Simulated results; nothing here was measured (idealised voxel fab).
Process module in this document: voxel wiring stack
For reference, the cross-section in this document is cut, with width 290 nm and square cells of 5 nm.
Cross-sections here: square-cell grids, written as top-down lists of bands, a band being one or more rows of cells. Band: top and bottom heights (nm) first, top before bottom; then materials from left to right, widths in nm. "everywhere" marks a sole material filling the band edge to edge. "empty" denotes empty space. Below 0: as-received wafer, all one material; heights counted from there. Lowest band: no bottom, goes on down, written "from 0 down". You'd read "30 to 40" like this: the band's top row of cells is as wide as the first number, its bottom row is as wide as the second, and going down, every row changes width by the same amount as the row before did. Key: "same as before" - step with no changed cell in the cross-section. In "Fully closed voids" the enclosed voids are listed, meaning empty spaces of 8 cells or larger without any opening to the top. The form is width x height at distance, distance from the left edge, units nm. Past the settings on a step's line: simulator remark, on that step. overlay nm: mask right of planned place by this much (step with mask). Neg. = left.
Process steps (planned)
| 1 | RECEIVE [material Si] |
| 2 | CONFORMAL_DEP [material SiO2] [thk nm 10] |
| 3 | CONFORMAL_DEP [material SiCN] [thk nm 5] |
| 4 | DIRECTIONAL_DEP [material lowk] [thk nm 15] |
| 5 | MASKED_ETCH [tone open] [mask id METAL_1] [width nm 25] [pitch nm 50] [etch materials lowk] [depth nm 15] [overlay nm 0] |
| 6 | MASKED_ETCH [tone open] [mask id METAL_1] [width nm 25] [pitch nm 50] [etch materials SiCN] [depth nm 5] [overlay nm 0] |
| 7 | CONFORMAL_DEP [material TiN] [thk nm 5] |
| 8 | FILL_DEP [material Ru] [thk nm 5] |
| 9 | CMP [height nm 30] |
| 10 | CONFORMAL_DEP [material SiCN] [thk nm 5] |
| 11 | DIRECTIONAL_DEP [material SiO2] [thk nm 20] |
| 12 | PATTERN [tone open] [mask id PLUG_1] [material resist] [width nm 15] [pitch nm 50] [thk nm 15] [overlay nm 0] |
| 13 | DIRECTIONAL_ETCH [etch materials SiO2] [depth nm 20] |
| 14 | DIRECTIONAL_ETCH [etch materials SiCN] [depth nm 5] |
| 15 | STRIP [etch materials resist] |
| 16 | CONFORMAL_DEP [material TiN] [thk nm 5] |
| 17 | FILL_DEP [material W] [thk nm 5] |
| 18 | CMP [height nm 55] |
| 19 | CONFORMAL_DEP [material SiCN] [thk nm 5] |
| 20 | DIRECTIONAL_DEP [material SiO2] [thk nm 20] |
| 21 | PATTERN [tone open] [mask id METAL_2] [material resist] [width nm 25] [pitch nm 50] [thk nm 15] [overlay nm 0] |
| 22 | DIRECTIONAL_ETCH [etch materials SiO2] [depth nm 20] |
| 23 | DIRECTIONAL_ETCH [etch materials SiCN] [depth nm 5] |
| 24 | STRIP [etch materials resist] |
| 25 | CONFORMAL_DEP [material TiN] [thk nm 5] |
| 26 | FILL_DEP [material Cu] [thk nm 5] |
| 27 | CMP [height nm 80] |
| 28 | CONFORMAL_DEP [material SiCN] [thk nm 5] |
Step 1 complete: cross-section of the wafer as received
- from 0 down: Si everywhere
- Fully closed voids: none
First of two wafers: cross-section at end of module, run per plan
- from 85 to 80: SiCN everywhere
- from 80 to 60: 105 of SiO2, 5 of TiN, 15 of Cu, 5 of TiN, 25 of SiO2, 5 of TiN, 15 of Cu, 5 of TiN, 110 of SiO2
- from 60 to 55: 105 of SiCN, 25 of TiN, 25 of SiCN, 25 of TiN, 110 of SiCN
- from 55 to 35: 105 of SiO2, 5 of TiN, 5 of W, 5 of TiN, 35 of SiO2, 5 of TiN, 5 of W, 5 of TiN, 120 of SiO2
- from 35 to 30: 105 of SiCN, 15 of TiN, 35 of SiCN, 15 of TiN, 120 of SiCN
- from 30 to 15: 105 of lowk, 5 of TiN, 15 of Ru, 5 of TiN, 25 of lowk, 5 of TiN, 15 of Ru, 5 of TiN, 110 of lowk
- from 15 to 10: 105 of SiCN, 25 of TiN, 25 of SiCN, 25 of TiN, 110 of SiCN
- from 10 to 0: SiO2 everywhere
- from 0 down: Si everywhere
- Fully closed voids: none
End-of-module cross-section of the second wafer: identical starting point and process plan to the first, with one processing mistake
- from 85 to 80: SiCN everywhere
- from 80 to 60: 105 of SiO2, 5 of TiN, 15 of Cu, 5 of TiN, 25 of SiO2, 5 of TiN, 15 of Cu, 5 of TiN, 110 of SiO2
- from 60 to 55: 105 of SiCN, 25 of TiN, 25 of SiCN, 25 of TiN, 110 of SiCN
- from 55 to 35: 100 of W, 5 of TiN, 15 of SiO2, 5 of TiN, 25 of W, 5 of TiN, 15 of SiO2, 5 of TiN, 115 of W
- from 35 to 30: 105 of TiN, 15 of SiCN, 35 of TiN, 15 of SiCN, 120 of TiN
- from 30 to 15: 105 of lowk, 5 of TiN, 15 of Ru, 5 of TiN, 25 of lowk, 5 of TiN, 15 of Ru, 5 of TiN, 110 of lowk
- from 15 to 10: 105 of SiCN, 25 of TiN, 25 of SiCN, 25 of TiN, 110 of SiCN
- from 10 to 0: SiO2 everywhere
- from 0 down: Si everywhere
- Fully closed voids: none
Processing error: step 12 went in with a setting other than planned; the actual run was PATTERN [tone cover] [mask id PLUG_1] [material resist] [width nm 15] [pitch nm 50] [thk nm 15] [overlay nm 0]
Cell-count delta at end, second wafer over first, by material: -46 SiCN | -184 SiO2 | +46 TiN | +184 W
